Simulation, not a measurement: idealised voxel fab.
You're looking at the process module voxel self aligned vias.
235 nm wide, 5 nm square cells: that's cross-section cut.
Cross-section spec: square-cell grid; bands listed top down; each band is one or more rows. Each band's line starts with the height of the band's top and of its bottom, in nm. Then come its materials from left to right, each with its width in nm. One material with "edge to edge" fills the band from edge to edge. "blank" is empty space. Height datum 0, below which the as-received substrate wafer is one material. Lowest band open at the bottom, running downward: "0 down". Quick explanation for "30 to 40": the width changes in equal steps down the rows of cells, from the first number in the band's top row to the second number in its bottom row. No cell of the cross-section changed in a step that is given as "nothing altered". Voids not open to the top, 8 cells minimum: see "Closed void catalog". Written width x height at distance; distance is from the left edge; nm. What comes after the settings on a step's line is commentary from the simulator itself on that step. Each step line may optionally specify "overlay nm", which for a step with a mask gives the rightward distance between the mask's planned place and where it lay, a negative value indicating the leftward direction.

## The steps planned for the process are as follows
1) RECEIVE (material Si)
2) CONFORMAL_DEP (material SiO2; thk nm 10)
3) CONFORMAL_DEP (material SiCN; thk nm 5)
4) DIRECTIONAL_DEP (material lowk; thk nm 30)
5) PATTERN (tone open; mask id LINES; material resist; width nm 25; pitch nm 65; thk nm 15; overlay nm -15)
6) DIRECTIONAL_ETCH (etch materials lowk; depth nm 30)
7) STRIP (etch materials resist)
8) CONFORMAL_DEP (material TiN; thk nm 5)
9) FILL_DEP (material Ru; thk nm 5)
10) CMP (height nm 45)
11) SELECTIVE_ETCH (etch materials W Ru TiN; depth nm 5)
12) FILL_DEP (material SiN; thk nm 5)
13) CMP (height nm 45)
14) DIRECTIONAL_DEP (material lowk; thk nm 20)
15) MASKED_ETCH (tone open; mask id VIAS; width nm 35; pitch nm 65; etch materials lowk; depth nm 20; overlay nm 0)
16) MASKED_ETCH (tone open; mask id VIAS; width nm 35; pitch nm 65; etch materials SiN; depth nm 5; overlay nm 0)
17) CONFORMAL_DEP (material TiN; thk nm 5)
18) FILL_DEP (material W; thk nm 10)
19) CMP (height nm 65)
20) CONFORMAL_DEP (material SiN; thk nm 5)
Same starting wafers, different overlay nm at step 5. Plan value belongs to the first wafer.

## As-received cross-section, first of several wafers, post step 1
  0 down = Si edge to edge
  Closed void catalog: none

## each wafer at the end: cells of each material gained (+) or lost (-) since it was received, then its closed voids
overlay nm -15 | +36 Ru | +47 SiCN | +53 SiN | +94 SiO2 | +84 TiN | +48 W | +296 lowk | Closed void catalog: none
overlay nm -10 | +36 Ru | +47 SiCN | +50 SiN | +94 SiO2 | +84 TiN | +51 W | +296 lowk | Closed void catalog: none
overlay nm -5 | +36 Ru | +47 SiCN | +47 SiN | +94 SiO2 | +84 TiN | +54 W | +296 lowk | Closed void catalog: none
overlay nm 0 | +36 Ru | +47 SiCN | +47 SiN | +94 SiO2 | +84 TiN | +54 W | +296 lowk | Closed void catalog: none
overlay nm 5 | +36 Ru | +47 SiCN | +47 SiN | +94 SiO2 | +84 TiN | +54 W | +296 lowk | Closed void catalog: none
overlay nm 10 | +36 Ru | +47 SiCN | +50 SiN | +94 SiO2 | +84 TiN | +51 W | +296 lowk | Closed void catalog: none
overlay nm 15 | +36 Ru | +47 SiCN | +53 SiN | +94 SiO2 | +84 TiN | +48 W | +296 lowk | Closed void catalog: none
